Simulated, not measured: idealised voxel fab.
process module | voxel trench capacitor
cross-section cut | 245 nm wide | cells 5 nm
A cross-section is a grid of square cells, given in bands from the top down. A band is one or more rows of cells.
Each band's line starts with the height of the band's top and of its bottom, in nm. Then come its materials from left to right, each with its width in nm. One material with "throughout" fills the band from edge to edge. "air" is empty space.
Height 0 is the level under which the wafer as received is all one material. The lowest band goes on downwards, as in "0 down".
A width such as "30 to 40" changes by the same amount from each row of cells to the next, from the band's top row to its bottom row.
"no change" after a step means that no cell of the cross-section changed.
closed voids: empty space of 8 cells or more with no open way to the top, each as width x height at its distance from the left edge, in nm
after a step's settings: what the simulator itself notes on the step
overlay nm, on a step with a mask: how far to the right of its planned place the mask lay; to the left if negative
plan
1 op RECEIVE | material Si
2 op CONFORMAL_DEP | material SiN | thk nm 5
3 op DIRECTIONAL_DEP | material aC | thk nm 10
4 op PATTERN | tone open | mask id TRENCH | material resist | width nm 25 | pitch nm 40 | thk nm 25 | overlay nm 0
5 op DIRECTIONAL_ETCH | etch materials aC | depth nm 10
6 op STRIP | etch materials resist
7 op DIRECTIONAL_ETCH | etch materials SiN | depth nm 5
8 op DIRECTIONAL_ETCH | etch materials Si | depth nm 30
9 op STRIP | etch materials aC
10 op CONFORMAL_DEP | material HfO2 | thk nm 5
11 op CONFORMAL_DEP | material TiN | thk nm 5
12 op FILL_DEP | material W | thk nm 5
13 op CMP | height nm 5
first wafer, as planned
as received, after step 1
  0 down: Si throughout
  closed voids: none
after step 2
  5 to 0: SiN throughout
  below 0: unchanged
after step 3
  15 to 5: aC throughout
  below 5: unchanged
after step 4
  40 to 15: resist 70 | air 25 | resist 15 | air 25 | resist 15 | air 25 | resist 70
  below 15: unchanged
after step 5
  30 to 15: resist 70 | air 25 | resist 15 | air 25 | resist 15 | air 25 | resist 70
  15 to 5: aC 70 | air 25 | aC 15 | air 25 | aC 15 | air 25 | aC 70
  below 5: unchanged
after step 6
  15 to 5: aC 70 | air 25 | aC 15 | air 25 | aC 15 | air 25 | aC 70
  below 5: unchanged
after step 7
  15 to 5: aC 70 | air 25 | aC 15 | air 25 | aC 15 | air 25 | aC 70
  5 to 0: SiN 70 | air 25 | SiN 15 | air 25 | SiN 15 | air 25 | SiN 70
  below 0: unchanged
after step 8
  15 to 5: aC 70 | air 25 | aC 15 | air 25 | aC 15 | air 25 | aC 70
  5 to 0: SiN 70 | air 25 | SiN 15 | air 25 | SiN 15 | air 25 | SiN 70
  0 to -30: Si 70 | air 25 | Si 15 | air 25 | Si 15 | air 25 | Si 70
  below -30: unchanged
after step 9
  5 to 0: SiN 70 | air 25 | SiN 15 | air 25 | SiN 15 | air 25 | SiN 70
  below 0: unchanged
after step 10
  10 to 5: HfO2 75 | air 15 | HfO2 25 | air 15 | HfO2 25 | air 15 | HfO2 75
  5 to 0: SiN 70 | HfO2 5 | air 15 | HfO2 5 | SiN 15 | HfO2 5 | air 15 | HfO2 5 | SiN 15 | HfO2 5 | air 15 | HfO2 5 | SiN 70
  0 to -25: Si 70 | HfO2 5 | air 15 | HfO2 5 | Si 15 | HfO2 5 | air 15 | HfO2 5 | Si 15 | HfO2 5 | air 15 | HfO2 5 | Si 70
  -25 to -30: Si 70 | HfO2 25 | Si 15 | HfO2 25 | Si 15 | HfO2 25 | Si 70
  below -30: unchanged
after step 11
  15 to 10: TiN 80 | air 5 | TiN 35 | air 5 | TiN 35 | air 5 | TiN 80
  10 to 5: HfO2 75 | TiN 5 | air 5 | TiN 5 | HfO2 25 | TiN 5 | air 5 | TiN 5 | HfO2 25 | TiN 5 | air 5 | TiN 5 | HfO2 75
  5 to 0: SiN 70 | HfO2 5 | TiN 5 | air 5 | TiN 5 | HfO2 5 | SiN 15 | HfO2 5 | TiN 5 | air 5 | TiN 5 | HfO2 5 | SiN 15 | HfO2 5 | TiN 5 | air 5 | TiN 5 | HfO2 5 | SiN 70
  0 to -20: Si 70 | HfO2 5 | TiN 5 | air 5 | TiN 5 | HfO2 5 | Si 15 | HfO2 5 | TiN 5 | air 5 | TiN 5 | HfO2 5 | Si 15 | HfO2 5 | TiN 5 | air 5 | TiN 5 | HfO2 5 | Si 70
  -20 to -25: Si 70 | HfO2 5 | TiN 15 | HfO2 5 | Si 15 | HfO2 5 | TiN 15 | HfO2 5 | Si 15 | HfO2 5 | TiN 15 | HfO2 5 | Si 70
  below -25: unchanged
after step 12
  20 to 15: W throughout
  15 to 10: TiN 80 | W 5 | TiN 35 | W 5 | TiN 35 | W 5 | TiN 80
  10 to 5: HfO2 75 | TiN 5 | W 5 | TiN 5 | HfO2 25 | TiN 5 | W 5 | TiN 5 | HfO2 25 | TiN 5 | W 5 | TiN 5 | HfO2 75
  5 to 0: SiN 70 | HfO2 5 | TiN 5 | W 5 | TiN 5 | HfO2 5 | SiN 15 | HfO2 5 | TiN 5 | W 5 | TiN 5 | HfO2 5 | SiN 15 | HfO2 5 | TiN 5 | W 5 | TiN 5 | HfO2 5 | SiN 70
  0 to -20: Si 70 | HfO2 5 | TiN 5 | W 5 | TiN 5 | HfO2 5 | Si 15 | HfO2 5 | TiN 5 | W 5 | TiN 5 | HfO2 5 | Si 15 | HfO2 5 | TiN 5 | W 5 | TiN 5 | HfO2 5 | Si 70
  below -20: unchanged
after step 13
  5 to 0: SiN 70 | HfO2 5 | TiN 5 | W 5 | TiN 5 | HfO2 5 | SiN 15 | HfO2 5 | TiN 5 | W 5 | TiN 5 | HfO2 5 | SiN 15 | HfO2 5 | TiN 5 | W 5 | TiN 5 | HfO2 5 | SiN 70
  below 0: unchanged
second wafer: like start, like plan, one mistake. Through step 3 it matches the first wafer
when step 4 should have ended
  40 to 15: air 70 | resist 25 | air 15 | resist 25 | air 15 | resist 25 | air 70
  below 15: unchanged
when step 5 should have ended
  30 to 15: air 70 | resist 25 | air 15 | resist 25 | air 15 | resist 25 | air 70
  15 to 5: air 70 | aC 25 | air 15 | aC 25 | air 15 | aC 25 | air 70
  below 5: unchanged
when step 6 should have ended
  15 to 5: air 70 | aC 25 | air 15 | aC 25 | air 15 | aC 25 | air 70
  below 5: unchanged
when step 7 should have ended
  15 to 5: air 70 | aC 25 | air 15 | aC 25 | air 15 | aC 25 | air 70
  5 to 0: air 70 | SiN 25 | air 15 | SiN 25 | air 15 | SiN 25 | air 70
  below 0: unchanged
when step 8 should have ended
  15 to 5: air 70 | aC 25 | air 15 | aC 25 | air 15 | aC 25 | air 70
  5 to 0: air 70 | SiN 25 | air 15 | SiN 25 | air 15 | SiN 25 | air 70
  0 to -30: air 70 | Si 25 | air 15 | Si 25 | air 15 | Si 25 | air 70
  below -30: unchanged
when step 9 should have ended
  5 to 0: air 70 | SiN 25 | air 15 | SiN 25 | air 15 | SiN 25 | air 70
  below 0: unchanged
when step 10 should have ended
  10 to 5: air 65 | HfO2 35 | air 5 | HfO2 35 | air 5 | HfO2 35 | air 65
  5 to 0: air 65 | HfO2 5 | SiN 25 | HfO2 5 | air 5 | HfO2 5 | SiN 25 | HfO2 5 | air 5 | HfO2 5 | SiN 25 | HfO2 5 | air 65
  0 to -25: air 65 | HfO2 5 | Si 25 | HfO2 5 | air 5 | HfO2 5 | Si 25 | HfO2 5 | air 5 | HfO2 5 | Si 25 | HfO2 5 | air 65
  -25 to -30: HfO2 70 | Si 25 | HfO2 15 | Si 25 | HfO2 15 | Si 25 | HfO2 70
  below -30: unchanged
when step 11 should have ended
  15 to 10: air 60 | TiN 125 | air 60
  10 to 5: air 60 | TiN 5 | HfO2 35 | TiN 5 | HfO2 35 | TiN 5 | HfO2 35 | TiN 5 | air 60
  5 to 0: air 60 | TiN 5 | HfO2 5 | SiN 25 | HfO2 5 | TiN 5 | HfO2 5 | SiN 25 | HfO2 5 | TiN 5 | HfO2 5 | SiN 25 | HfO2 5 | TiN 5 | air 60
  0 to -20: air 60 | TiN 5 | HfO2 5 | Si 25 | HfO2 5 | TiN 5 | HfO2 5 | Si 25 | HfO2 5 | TiN 5 | HfO2 5 | Si 25 | HfO2 5 | TiN 5 | air 60
  -20 to -25: TiN 65 | HfO2 5 | Si 25 | HfO2 5 | TiN 5 | HfO2 5 | Si 25 | HfO2 5 | TiN 5 | HfO2 5 | Si 25 | HfO2 5 | TiN 65
  below -25: unchanged
when step 12 should have ended
  20 to 15: W throughout
  15 to 10: W 60 | TiN 125 | W 60
  10 to 5: W 60 | TiN 5 | HfO2 35 | TiN 5 | HfO2 35 | TiN 5 | HfO2 35 | TiN 5 | W 60
  5 to 0: W 60 | TiN 5 | HfO2 5 | SiN 25 | HfO2 5 | TiN 5 | HfO2 5 | SiN 25 | HfO2 5 | TiN 5 | HfO2 5 | SiN 25 | HfO2 5 | TiN 5 | W 60
  0 to -20: W 60 | TiN 5 | HfO2 5 | Si 25 | HfO2 5 | TiN 5 | HfO2 5 | Si 25 | HfO2 5 | TiN 5 | HfO2 5 | Si 25 | HfO2 5 | TiN 5 | W 60
  below -20: unchanged
when step 13 should have ended
  5 to 0: W 60 | TiN 5 | HfO2 5 | SiN 25 | HfO2 5 | TiN 5 | HfO2 5 | SiN 25 | HfO2 5 | TiN 5 | HfO2 5 | SiN 25 | HfO2 5 | TiN 5 | W 60
  below 0: unchanged
what went wrong: step 4 ran as: op PATTERN | tone cover | mask id TRENCH | material resist | width nm 25 | pitch nm 40 | thk nm 25 | overlay nm 0
at the end the second wafer has, in cells: 19 more of HfO2 | 114 fewer of Si | 19 fewer of SiN | 9 more of TiN | 105 more of W
